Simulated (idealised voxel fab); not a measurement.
The following process module bears the name voxel gate over fins.
Square cell edge 5 nm, section width 240 nm, ID cut.
Bands, listed from the top down, are how a cross-section gets written in this document; the cross-section itself is a grid of square cells, and a band is one or more rows of them. Each band's line starts with the height of the band's top and of its bottom, in nm. Then come its materials from left to right, each with its width in nm. One material with "throughout" fills the band from edge to edge. "blank" is empty space. We count height from 0. Below that, the starting wafer is all one material. The lowest band never ends at the bottom but goes on down; see "0 nm and below" for how that is written. With a width like "30..40", each row of cells in the band differs from the next by the same amount, the top row carrying the first number and the bottom row the second. "no alteration" for a step: no cell of the cross-section changed in that step. "Catalogued sealed voids": empty spaces of 8 cells or more with no open way to the top, each given as width x height at distance, distance from the left edge, all in nm. Formally, on a step line, whatever follows the settings is a remark that the simulator itself makes on the step. The "overlay nm" setting may appear on a step's line; for a step that uses a mask, it gives how far to the right of its planned position the mask lay, and a negative value indicates the left.

### The following list gives the planned process steps
step 1: RECEIVE | material Si
step 2: CONFORMAL_DEP | material SiN | thk nm 5
step 3: DIRECTIONAL_DEP | material aC | thk nm 15
step 4: PATTERN | tone cover | mask id FINS | material resist | width nm 15 | pitch nm 50 | thk nm 35 | overlay nm 0
step 5: DIRECTIONAL_ETCH | etch materials aC | depth nm 15
step 6: STRIP | etch materials resist
step 7: DIRECTIONAL_ETCH | etch materials SiN | depth nm 5
step 8: DIRECTIONAL_ETCH | etch materials Si | depth nm 35
step 9: STRIP | etch materials aC
step 10: OXIDIZE | depth nm 5
step 11: FILL_DEP | material SiO2 | thk nm 15
step 12: CMP | height nm 5
step 13: MASKED_ETCH | tone open | mask id RAIL | width nm 15 | etch materials SiO2 | depth nm 35 | overlay nm 0
step 14: CONFORMAL_DEP | material TiN | thk nm 5
step 15: FILL_DEP | material W | thk nm 5
step 16: CMP | height nm 5
step 17: SELECTIVE_ETCH | etch materials W Ru TiN | depth nm 20
step 18: FILL_DEP | material SiO2 | thk nm 5
step 19: CMP | height nm 5
step 20: SELECTIVE_ETCH | etch materials SiO2 | depth nm 15
step 21: STRIP | etch materials SiN
step 22: CONFORMAL_DEP | material HfO2 | thk nm 5
step 23: CONFORMAL_DEP | material TiN | thk nm 5
step 24: CONFORMAL_DEP | material TiAl | thk nm 5
step 25: CONFORMAL_DEP | material TiN | thk nm 5
step 26: FILL_DEP | material W | thk nm 15
step 27: CMP | height nm 30
step 28: CONFORMAL_DEP | material SiCN | thk nm 5

### On the first of the two wafers: run conducted according to plan

### So this is the incoming wafer in cross-section - it's already been through step 1
* 0 nm and below: Si throughout
* Catalogued sealed voids: none

### Upon completion of step 2, the wafer appears in cross-section as shown
* 5 nm to 0 nm: SiN throughout
* Under the height 0 nothing was changed.

### Upon completion of step 3, the wafer appears in cross-section as shown
* 20 nm to 5 nm: aC throughout
* Under the height 5 nothing was changed.

### Upon completion of step 4, the wafer appears in cross-section as shown
* 55 nm to 20 nm: blank 85 nm, then resist 15 nm, then blank 35 nm, then resist 15 nm, then blank 90 nm
* Under the height 20 nothing was changed.

### Upon completion of step 5, the wafer appears in cross-section as shown
* 40 nm to 20 nm: blank 85 nm, then resist 15 nm, then blank 35 nm, then resist 15 nm, then blank 90 nm
* 20 nm to 5 nm: blank 85 nm, then aC 15 nm, then blank 35 nm, then aC 15 nm, then blank 90 nm
* Under the height 5 nothing was changed.

### Upon completion of step 6, the wafer appears in cross-section as shown
* 20 nm to 5 nm: blank 85 nm, then aC 15 nm, then blank 35 nm, then aC 15 nm, then blank 90 nm
* Under the height 5 nothing was changed.

### Upon completion of step 7, the wafer appears in cross-section as shown
* 20 nm to 5 nm: blank 85 nm, then aC 15 nm, then blank 35 nm, then aC 15 nm, then blank 90 nm
* 5 nm to 0 nm: blank 85 nm, then SiN 15 nm, then blank 35 nm, then SiN 15 nm, then blank 90 nm
* Under the height 0 nothing was changed.

### Upon completion of step 8, the wafer appears in cross-section as shown
* 20 nm to 5 nm: blank 85 nm, then aC 15 nm, then blank 35 nm, then aC 15 nm, then blank 90 nm
* 5 nm to 0 nm: blank 85 nm, then SiN 15 nm, then blank 35 nm, then SiN 15 nm, then blank 90 nm
* 0 nm to -35 nm: blank 85 nm, then Si 15 nm, then blank 35 nm, then Si 15 nm, then blank 90 nm
* Under the height -35 nothing was changed.

### Upon completion of step 9, the wafer appears in cross-section as shown
* 5 nm to 0 nm: blank 85 nm, then SiN 15 nm, then blank 35 nm, then SiN 15 nm, then blank 90 nm
* Under the height 0 nothing was changed.

### Upon completion of step 10, the wafer appears in cross-section as shown
* 5 nm to 0 nm: blank 85 nm, then SiN 15 nm, then blank 35 nm, then SiN 15 nm, then blank 90 nm
* 0 nm to -35 nm: blank 85 nm, then SiO2 5 nm, then Si 5 nm, then SiO2 5 nm, then blank 35 nm, then SiO2 5 nm, then Si 5 nm, then SiO2 5 nm, then blank 90 nm
* -35 nm to -40 nm: SiO2 90 nm, then Si 5 nm, then SiO2 45 nm, then Si 5 nm, then SiO2 95 nm
* Under the height -40 nothing was changed.

### Upon completion of step 11, the wafer appears in cross-section as shown
* 20 nm to 5 nm: SiO2 throughout
* 5 nm to 0 nm: SiO2 85 nm, then SiN 15 nm, then SiO2 35 nm, then SiN 15 nm, then SiO2 90 nm
* 0 nm to -40 nm: SiO2 90 nm, then Si 5 nm, then SiO2 45 nm, then Si 5 nm, then SiO2 95 nm
* Under the height -40 nothing was changed.

### Upon completion of step 12, the wafer appears in cross-section as shown
* 5 nm to 0 nm: SiO2 85 nm, then SiN 15 nm, then SiO2 35 nm, then SiN 15 nm, then SiO2 90 nm
* Under the height 0 nothing was changed.

### Upon completion of step 13, the wafer appears in cross-section as shown
* 5 nm to 0 nm: SiO2 85 nm, then SiN 15 nm, then SiO2 10 nm, then blank 15 nm, then SiO2 10 nm, then SiN 15 nm, then SiO2 90 nm
* 0 nm to -30 nm: SiO2 90 nm, then Si 5 nm, then SiO2 15 nm, then blank 15 nm, then SiO2 15 nm, then Si 5 nm, then SiO2 95 nm
* Under the height -30 nothing was changed.

### Upon completion of step 14, the wafer appears in cross-section as shown
* 10 nm to 5 nm: TiN 115 nm, then blank 5 nm, then TiN 120 nm
* 5 nm to 0 nm: SiO2 85 nm, then SiN 15 nm, then SiO2 10 nm, then TiN 5 nm, then blank 5 nm, then TiN 5 nm, then SiO2 10 nm, then SiN 15 nm, then SiO2 90 nm
* 0 nm to -25 nm: SiO2 90 nm, then Si 5 nm, then SiO2 15 nm, then TiN 5 nm, then blank 5 nm, then TiN 5 nm, then SiO2 15 nm, then Si 5 nm, then SiO2 95 nm
* -25 nm to -30 nm: SiO2 90 nm, then Si 5 nm, then SiO2 15 nm, then TiN 15 nm, then SiO2 15 nm, then Si 5 nm, then SiO2 95 nm
* Under the height -30 nothing was changed.

### Upon completion of step 15, the wafer appears in cross-section as shown
* 15 nm to 10 nm: W throughout
* 10 nm to 5 nm: TiN 115 nm, then W 5 nm, then TiN 120 nm
* 5 nm to 0 nm: SiO2 85 nm, then SiN 15 nm, then SiO2 10 nm, then TiN 5 nm, then W 5 nm, then TiN 5 nm, then SiO2 10 nm, then SiN 15 nm, then SiO2 90 nm
* 0 nm to -25 nm: SiO2 90 nm, then Si 5 nm, then SiO2 15 nm, then TiN 5 nm, then W 5 nm, then TiN 5 nm, then SiO2 15 nm, then Si 5 nm, then SiO2 95 nm
* Under the height -25 nothing was changed.

### Upon completion of step 16, the wafer appears in cross-section as shown
* 5 nm to 0 nm: SiO2 85 nm, then SiN 15 nm, then SiO2 10 nm, then TiN 5 nm, then W 5 nm, then TiN 5 nm, then SiO2 10 nm, then SiN 15 nm, then SiO2 90 nm
* Under the height 0 nothing was changed.

### Upon completion of step 17, the wafer appears in cross-section as shown
* 5 nm to 0 nm: SiO2 85 nm, then SiN 15 nm, then SiO2 10 nm, then blank 15 nm, then SiO2 10 nm, then SiN 15 nm, then SiO2 90 nm
* 0 nm to -15 nm: SiO2 90 nm, then Si 5 nm, then SiO2 15 nm, then blank 15 nm, then SiO2 15 nm, then Si 5 nm, then SiO2 95 nm
* Under the height -15 nothing was changed.

### Upon completion of step 18, the wafer appears in cross-section as shown
* 10 nm to 5 nm: SiO2 throughout
* 5 nm to 0 nm: SiO2 85 nm, then SiN 15 nm, then SiO2 35 nm, then SiN 15 nm, then SiO2 90 nm
* 0 nm to -15 nm: SiO2 90 nm, then Si 5 nm, then SiO2 45 nm, then Si 5 nm, then SiO2 95 nm
* Under the height -15 nothing was changed.

### Upon completion of step 19, the wafer appears in cross-section as shown
* 5 nm to 0 nm: SiO2 85 nm, then SiN 15 nm, then SiO2 35 nm, then SiN 15 nm, then SiO2 90 nm
* Under the height 0 nothing was changed.

### Upon completion of step 20, the wafer appears in cross-section as shown
* 5 nm to 0 nm: blank 85 nm, then SiN 15 nm, then blank 35 nm, then SiN 15 nm, then blank 90 nm
* 0 nm to -10 nm: blank 90 nm, then Si 5 nm, then blank 45 nm, then Si 5 nm, then blank 95 nm
* Under the height -10 nothing was changed.

### Upon completion of step 21, the wafer appears in cross-section as shown
* 0 nm to -10 nm: blank 90 nm, then Si 5 nm, then blank 45 nm, then Si 5 nm, then blank 95 nm
* Under the height -10 nothing was changed.

### Upon completion of step 22, the wafer appears in cross-section as shown
* 5 nm to 0 nm: blank 85 nm, then HfO2 15 nm, then blank 35 nm, then HfO2 15 nm, then blank 90 nm
* 0 nm to -5 nm: blank 85 nm, then HfO2 5 nm, then Si 5 nm, then HfO2 5 nm, then blank 35 nm, then HfO2 5 nm, then Si 5 nm, then HfO2 5 nm, then blank 90 nm
* -5 nm to -10 nm: HfO2 90 nm, then Si 5 nm, then HfO2 45 nm, then Si 5 nm, then HfO2 95 nm
* Under the height -10 nothing was changed.

### Upon completion of step 23, the wafer appears in cross-section as shown
* 10 nm to 5 nm: blank 80 nm, then TiN 25 nm, then blank 25 nm, then TiN 25 nm, then blank 85 nm
* 5 nm to 0 nm: blank 80 nm, then TiN 5 nm, then HfO2 15 nm, then TiN 5 nm, then blank 25 nm, then TiN 5 nm, then HfO2 15 nm, then TiN 5 nm, then blank 85 nm
* 0 nm to -5 nm: TiN 85 nm, then HfO2 5 nm, then Si 5 nm, then HfO2 5 nm, then TiN 35 nm, then HfO2 5 nm, then Si 5 nm, then HfO2 5 nm, then TiN 90 nm
* Under the height -5 nothing was changed.

### Upon completion of step 24, the wafer appears in cross-section as shown
* 15 nm to 10 nm: blank 75 nm, then TiAl 35 nm, then blank 15 nm, then TiAl 35 nm, then blank 80 nm
* 10 nm to 5 nm: blank 75 nm, then TiAl 5 nm, then TiN 25 nm, then TiAl 5 nm, then blank 15 nm, then TiAl 5 nm, then TiN 25 nm, then TiAl 5 nm, then blank 80 nm
* 5 nm to 0 nm: TiAl 80 nm, then TiN 5 nm, then HfO2 15 nm, then TiN 5 nm, then TiAl 25 nm, then TiN 5 nm, then HfO2 15 nm, then TiN 5 nm, then TiAl 85 nm
* Under the height 0 nothing was changed.

### Upon completion of step 25, the wafer appears in cross-section as shown
* 20 nm to 15 nm: blank 70 nm, then TiN 45 nm, then blank 5 nm, then TiN 45 nm, then blank 75 nm
* 15 nm to 10 nm: blank 70 nm, then TiN 5 nm, then TiAl 35 nm, then TiN 5 nm, then blank 5 nm, then TiN 5 nm, then TiAl 35 nm, then TiN 5 nm, then blank 75 nm
* 10 nm to 5 nm: TiN 75 nm, then TiAl 5 nm, then TiN 25 nm, then TiAl 5 nm, then TiN 15 nm, then TiAl 5 nm, then TiN 25 nm, then TiAl 5 nm, then TiN 80 nm
* Under the height 5 nothing was changed.

### Upon completion of step 26, the wafer appears in cross-section as shown
* 35 nm to 20 nm: W throughout
* 20 nm to 15 nm: W 70 nm, then TiN 45 nm, then W 5 nm, then TiN 45 nm, then W 75 nm
* 15 nm to 10 nm: W 70 nm, then TiN 5 nm, then TiAl 35 nm, then TiN 5 nm, then W 5 nm, then TiN 5 nm, then TiAl 35 nm, then TiN 5 nm, then W 75 nm
* Under the height 10 nothing was changed.

### Upon completion of step 27, the wafer appears in cross-section as shown
* 30 nm to 20 nm: W throughout
* Under the height 20 nothing was changed.

### Upon completion of step 28, the wafer appears in cross-section as shown
* 35 nm to 30 nm: SiCN throughout
* Under the height 30 nothing was changed.

### Second of two: same start, same plan, one run error; steps up to and including 23 match the first

Cross-sectional representation of the second wafer at the time designated in the plan for the completion of step 24: no alteration

### Cross-sectional representation of the second wafer at the time designated in the plan for the completion of step 25
* 15 nm to 5 nm: blank 75 nm, then TiN 35 nm, then blank 15 nm, then TiN 35 nm, then blank 80 nm
* 5 nm to 0 nm: TiN 85 nm, then HfO2 15 nm, then TiN 35 nm, then HfO2 15 nm, then TiN 90 nm
* Under the height 0 nothing was changed.

### Cross-sectional representation of the second wafer at the time designated in the plan for the completion of step 26
* 30 nm to 15 nm: W throughout
* 15 nm to 5 nm: W 75 nm, then TiN 35 nm, then W 15 nm, then TiN 35 nm, then W 80 nm
* Under the height 5 nothing was changed.

Cross-sectional representation of the second wafer at the time designated in the plan for the completion of step 27: no alteration

### Cross-sectional representation of the second wafer at the time designated in the plan for the completion of step 28
* 35 nm to 30 nm: SiCN throughout
* Under the height 30 nothing was changed.
What was the processing mistake? step 24 of the plan was bypassed and not carried out
Count the cells at the end and the second wafer has more or fewer of some materials than the first: 56 fewer of TiAl | 56 more of W
